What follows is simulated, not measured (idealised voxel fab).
Documented hereafter: the process module known as voxel trench capacitor.
Displayed cross-section: cut, width of 290 nm, square cells sized 5 nm.
Reading order for cross-sections: top band down to bottom band. Underlying form: a grid of square cells. Band size: one or more rows of cells. Band: top height; bottom height; in nm. Then, left to right: material with width in nm, for each material. "full width": a single material spanning edge to edge. "air": empty space. Measure heights from 0. That's the level where, below it, the as-received wafer is all one material. The lowest band is bottomless and extends downward; write it as in "0 down". The width entry "30 to 40" should be interpreted row by row: the top row of cells in the band takes the first number, the bottom row takes the second number, and the change between adjacent rows is uniform throughout. Basically "remains unaltered" means that step didn't change any cell in the cross-section. What "Sealed cavities" gives you is every empty space of 8 cells or more that is cut off from the top. Each appears as width x height at distance, with the distance taken from the left edge and width, height and distance all in nm. Step line, after settings: the simulator's comment on this step. Steps that use a mask can have "overlay nm" on their line. It says how far the mask sat to the right of where it was meant to be. Negative means to the left.

List of planned process steps
step 1: RECEIVE | material Si
step 2: CONFORMAL_DEP | material SiN | thk nm 10
step 3: DIRECTIONAL_DEP | material aC | thk nm 15
step 4: PATTERN | tone open | mask id TRENCH | material resist | width nm 25 | pitch nm 50 | thk nm 30 | overlay nm -15
step 5: DIRECTIONAL_ETCH | etch materials aC | depth nm 15
step 6: STRIP | etch materials resist
step 7: DIRECTIONAL_ETCH | etch materials SiN | depth nm 10
step 8: DIRECTIONAL_ETCH | etch materials Si | depth nm 40
step 9: STRIP | etch materials aC
step 10: CONFORMAL_DEP | material HfO2 | thk nm 5
step 11: CONFORMAL_DEP | material TiN | thk nm 5
step 12: FILL_DEP | material W | thk nm 5
step 13: CMP | height nm 10
Wafers differ in overlay nm at step 4; plan lists the first wafer's value; identical starting state.

As-received cross-section, first of several wafers, post step 1
- 0 down  Si full width
- Sealed cavities: none

Per wafer, end of module: cells gained (+) or lost (-) per material since receipt, then closed voids
overlay nm -15; +92 HfO2; -160 Si; +76 SiN; +76 TiN; +32 W; Sealed cavities: none
overlay nm -10; +92 HfO2; -160 Si; +76 SiN; +76 TiN; +32 W; Sealed cavities: none
overlay nm -5; +92 HfO2; -160 Si; +76 SiN; +76 TiN; +32 W; Sealed cavities: none
overlay nm 0; +92 HfO2; -160 Si; +76 SiN; +76 TiN; +32 W; Sealed cavities: none
overlay nm 5; +92 HfO2; -160 Si; +76 SiN; +76 TiN; +32 W; Sealed cavities: none
overlay nm 10; +92 HfO2; -160 Si; +76 SiN; +76 TiN; +32 W; Sealed cavities: none
overlay nm 15; +92 HfO2; -160 Si; +76 SiN; +76 TiN; +32 W; Sealed cavities: none
